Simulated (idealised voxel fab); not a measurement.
The process module presented herein is designated voxel tone inversion.
This is section cut - it's 180 nm across, gridded in 5 nm square cells.
If you're reading a cross-section in this doc, picture square cells in a grid; it comes to you as bands, top ones listed first down to the bottom, and a band can be one or more rows of cells. In this notation a band is specified by the heights of its top and bottom, in that order and in nm, after which its materials appear from left to right, each paired with its width in nm. The word "full width" attached to a single material means that material fills the band from edge to edge; the word "air" stands for empty space. The reference from which all heights are counted is 0, the level beneath which the as-received wafer is entirely one material; the lowest band, having no lower bound, proceeds downward and is written after the example "0 -> down". Note: "30 to 40" means the width goes from the first number (top row of the band) to the second number (bottom row) in equal steps per row of cells. The designation "no modification", where it is given for a processing step, indicates that no cell of the cross-section was altered in the course of that step. You'll see "Cavities, sealed" listing empty spaces that have no way open to the top, as long as they're 8 cells or more; the notation is width x height at distance, where the distance is from the left edge, and all of it is in nm. That trailing text on a step's line, after the settings, is the simulator's own remark on the step. You can add "overlay nm" to a step's line. For a step with a mask, it describes how far the mask lay to the right of its planned position, and a negative number describes a lay to the left.
-- These are the steps we planned for the process
1. RECEIVE,material Si
2. CONFORMAL_DEP,material SiCN,thk nm 10
3. DIRECTIONAL_DEP,material polySi,thk nm 25
4. PATTERN,tone cover,mask id POSTS,material resist,width nm 15,pitch nm 35,thk nm 30,overlay nm -15
5. DIRECTIONAL_ETCH,etch materials polySi,depth nm 25
6. STRIP,etch materials resist
7. FILL_DEP,material SiO2,thk nm 5
8. CMP,height nm 35
9. STRIP,etch materials polySi
10. CONFORMAL_DEP,material TiN,thk nm 5
11. FILL_DEP,material W,thk nm 10
12. CMP,height nm 35
13. CONFORMAL_DEP,material SiCN,thk nm 5
The wafers are alike at the start. At step 4, their overlay nm differs. The plan lists the first wafer's value.
-- As-received state after step 1, first of several wafers, cross-section
* 0 -> down  Si full width
* Cavities, sealed: none
-- Here is the cross-section of the first of several wafers at the end of the module, after its last step, step 13
* 40 -> 35  SiCN full width
* 35 -> 15  SiO2 (50) / TiN (5) / W (5) / TiN (5) / SiO2 (20) / TiN (5) / W (5) / TiN (5) / SiO2 (80)
* 15 -> 10  SiO2 (50) / TiN (15) / SiO2 (20) / TiN (15) / SiO2 (80)
* 10 -> 0  SiCN full width
* 0 -> down  Si full width
* Cavities, sealed: none
-- Here we cross-sectioned the last of the wafers once the module was done
* 40 -> 35  SiCN full width
* 35 -> 15  SiO2 (80) / TiN (5) / W (5) / TiN (5) / SiO2 (20) / TiN (5) / W (5) / TiN (5) / SiO2 (50)
* 15 -> 10  SiO2 (80) / TiN (15) / SiO2 (20) / TiN (15) / SiO2 (50)
* 10 -> 0  SiCN full width
* 0 -> down  Si full width
* Cavities, sealed: none
-- Heads up, this table goes wafer by wafer. A row tells you, at the end of the module, how many cells of each material that wafer has put on (+) or dropped (-) since it was received, and then its closed voids
overlay nm -15; +108 SiCN; +150 SiO2; +22 TiN; +8 W; Cavities, sealed: none
overlay nm -10; +108 SiCN; +150 SiO2; +22 TiN; +8 W; Cavities, sealed: none
overlay nm -5; +108 SiCN; +150 SiO2; +22 TiN; +8 W; Cavities, sealed: none
overlay nm 0; +108 SiCN; +150 SiO2; +22 TiN; +8 W; Cavities, sealed: none
overlay nm 5; +108 SiCN; +150 SiO2; +22 TiN; +8 W; Cavities, sealed: none
overlay nm 10; +108 SiCN; +150 SiO2; +22 TiN; +8 W; Cavities, sealed: none
overlay nm 15; +108 SiCN; +150 SiO2; +22 TiN; +8 W; Cavities, sealed: none
